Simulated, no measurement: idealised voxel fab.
Presented below is a process module, voxel self aligned vias.
Shown is cross-section cut, with a width of 185 nm and square cells of size 5 nm.
Cross-sections here: square-cell grids, written as top-down lists of bands, a band being one or more rows of cells.
The band entry comprises the height of the band's top followed by the height of its bottom, expressed in nm, and subsequently the band's materials from left to right, each stated together with its width in nm. Where a single material is marked with the word "full width", that material fills the band from edge to edge. The word "blank" represents empty space.
Height 0 is the level under which the wafer as received is all one material. The lowest band goes on downwards, as in "0..down".
Think of "30->40" as a width that walks from the first number to the second as you go down the band, top row to bottom row, taking equal-sized steps from row to row.
What does "remains unaltered" mean for a step? It means no cell of the cross-section changed in that step.
"Enclosed empty spaces" - sealed voids, min. 8 cells, no opening to top; format: width x height at distance (distance from left edge; nm throughout).
Step line, after settings: the simulator's comment on this step.
"overlay nm" on a masked step: distance the mask lay right of its planned place, negative for left.

# The planned process steps are enumerated hereunder
- 1: RECEIVE, material Si
- 2: CONFORMAL_DEP, material SiO2, thk nm 10
- 3: CONFORMAL_DEP, material SiCN, thk nm 5
- 4: DIRECTIONAL_DEP, material SiO2, thk nm 25
- 5: PATTERN, tone open, mask id LINES, material resist, width nm 25, pitch nm 55, thk nm 20, overlay nm 0
- 6: DIRECTIONAL_ETCH, etch materials SiO2, depth nm 25
- 7: STRIP, etch materials resist
- 8: CONFORMAL_DEP, material TiN, thk nm 5
- 9: FILL_DEP, material Ru, thk nm 5
- 10: CMP, height nm 40
- 11: SELECTIVE_ETCH, etch materials W Ru TiN, depth nm 5
- 12: FILL_DEP, material SiN, thk nm 5
- 13: CMP, height nm 40
- 14: DIRECTIONAL_DEP, material SiO2, thk nm 15
- 15: DIRECTIONAL_DEP, material aC, thk nm 10
- 16: PATTERN, tone open, mask id VIAS, material resist, width nm 35, thk nm 30, overlay nm 0
- 17: DIRECTIONAL_ETCH, etch materials aC, depth nm 10
- 18: STRIP, etch materials resist
- 19: DIRECTIONAL_ETCH, etch materials SiO2, depth nm 15
- 20: DIRECTIONAL_ETCH, etch materials SiN, depth nm 5
- 21: STRIP, etch materials aC
- 22: CONFORMAL_DEP, material TiN, thk nm 5
- 23: FILL_DEP, material Cu, thk nm 5
- 24: CMP, height nm 55
- 25: CONFORMAL_DEP, material SiN, thk nm 5

# Cross-section of the incoming wafer, state after step 1
- 0..down  Si full width
- Enclosed empty spaces: none

# First of two wafers: cross-section at end of module, run per plan
- 60..55  SiN full width
- 55..45  45 of SiO2, then 5 of TiN, then 25 of Cu, then 5 of TiN, then 105 of SiO2
- 45..40  45 of SiO2, then 10 of TiN, then 15 of Cu, then 10 of TiN, then 105 of SiO2
- 40..35  50 of SiO2, then 25 of TiN, then 30 of SiO2, then 25 of SiN, then 55 of SiO2
- 35..20  50 of SiO2, then 5 of TiN, then 15 of Ru, then 5 of TiN, then 30 of SiO2, then 5 of TiN, then 15 of Ru, then 5 of TiN, then 55 of SiO2
- 20..15  50 of SiO2, then 25 of TiN, then 30 of SiO2, then 25 of TiN, then 55 of SiO2
- 15..10  SiCN full width
- 10..0  SiO2 full width
- 0..down  Si full width
- Enclosed empty spaces: none

# So this is wafer number two of the two, cut at the end of the module - it started where the first did and had the same plan, we just got one thing wrong running it
- 60..55  SiN full width
- 55..40  45 of SiO2, then 5 of TiN, then 25 of Cu, then 5 of TiN, then 105 of SiO2
- 40..35  45 of SiO2, then 35 of TiN, then 25 of SiO2, then 25 of SiN, then 55 of SiO2
- 35..25  45 of SiO2, then 10 of TiN, then 15 of Ru, then 10 of TiN, then 25 of SiO2, then 5 of TiN, then 15 of Ru, then 5 of TiN, then 55 of SiO2
- 25..20  50 of SiO2, then 5 of TiN, then 15 of Ru, then 5 of TiN, then 30 of SiO2, then 5 of TiN, then 15 of Ru, then 5 of TiN, then 55 of SiO2
- 20..15  50 of SiO2, then 25 of TiN, then 30 of SiO2, then 25 of TiN, then 55 of SiO2
- 15..10  SiCN full width
- 10..0  SiO2 full width
- 0..down  Si full width
- Enclosed empty spaces: none
What broke from the plan during processing? in the plan, step 19 was performed twice
Counted in cells at the end, the second wafer holds more or fewer of these materials than the first: 2 more of Cu; 6 fewer of SiO2; 4 more of TiN
